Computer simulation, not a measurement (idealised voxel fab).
Herein follows the process module entitled voxel lift off.
Cross-section cut: width 260 nm, square cells of 5 nm.
A cross-section in this document is a grid of square cells, and it is written down as bands, the top band listed before the ones below it; a band is made up of one or more rows of cells. Look at the band entry: it leads with the top's height and the bottom's height in nm. Then it lists the materials left to right, with a width in nm for each. The word "throughout" on a single material says that material fills the band edge to edge. The word "blank" is empty space. Heads up on the height convention: 0 is the point under which the incoming wafer is all one material, and the lowest band has no bottom, it just keeps going down, like "0 down". It should be noted that a width expressed as "30->40" varies in equal increments from row to row of cells within the band, taking the value of the first number at the top row and that of the second number at the bottom row. "nothing was modified" means the step left every cell of the cross-section as it was. Empty spaces counting at least 8 cells and having no open way to the top are listed in "Enclosed cavity list". The notation width x height at distance is used for each, the distance being from the left edge and all three values in nm. Anything after a step's settings on that line? It's the simulator's own note about the step. A step line may carry the setting "overlay nm", which, for steps involving a mask, states the distance by which the mask lay to the right of its intended position; negative values denote displacement to the left.
The steps planned for the process are as follows:
1,RECEIVE (material Si)
2,CONFORMAL_DEP (material SiO2; thk nm 5)
3,PATTERN (tone open; mask id LINES; material resist; width nm 15; pitch nm 45; thk nm 20; overlay nm 0)
4,DIRECTIONAL_DEP (material Ru; thk nm 10)
5,STRIP (etch materials resist)
6,CONFORMAL_DEP (material SiCN; thk nm 10)
The width nm used in step 3 is not the same on every wafer, whereas the starting condition is; the value printed in the plan is the first wafer's.
The first of several wafers in cross-section, exactly as it reached us after step 1:
* 0 down: Si throughout
* Enclosed cavity list: none
Once step 6, the last step, is complete, the module is at its end; this is the cross-section of the first of several wafers:
* 25 to 15: 65 blank  35 SiCN  10 blank  35 SiCN  10 blank  35 SiCN  70 blank
* 15 to 5: 75 SiCN  15 Ru  30 SiCN  15 Ru  30 SiCN  15 Ru  80 SiCN
* 5 to 0: SiO2 throughout
* 0 down: Si throughout
* Enclosed cavity list: none
End of module, last wafer sectioned:
* 25 to 15: 60 blank  140 SiCN  60 blank
* 15 to 5: 70 SiCN  30 Ru  15 SiCN  30 Ru  15 SiCN  30 Ru  70 SiCN
* 5 to 0: SiO2 throughout
* 0 down: Si throughout
* Enclosed cavity list: none
Take any row and you have a wafer at the end of the module: how many cells of each material it has gained (+) or lost (-) since it was received, and then its closed voids:
width nm 15; +18 Ru; +128 SiCN; +52 SiO2; Enclosed cavity list: none
width nm 20; +24 Ru; +128 SiCN; +52 SiO2; Enclosed cavity list: none
width nm 25; +30 Ru; +128 SiCN; +52 SiO2; Enclosed cavity list: none
width nm 30; +36 Ru; +124 SiCN; +52 SiO2; Enclosed cavity list: none
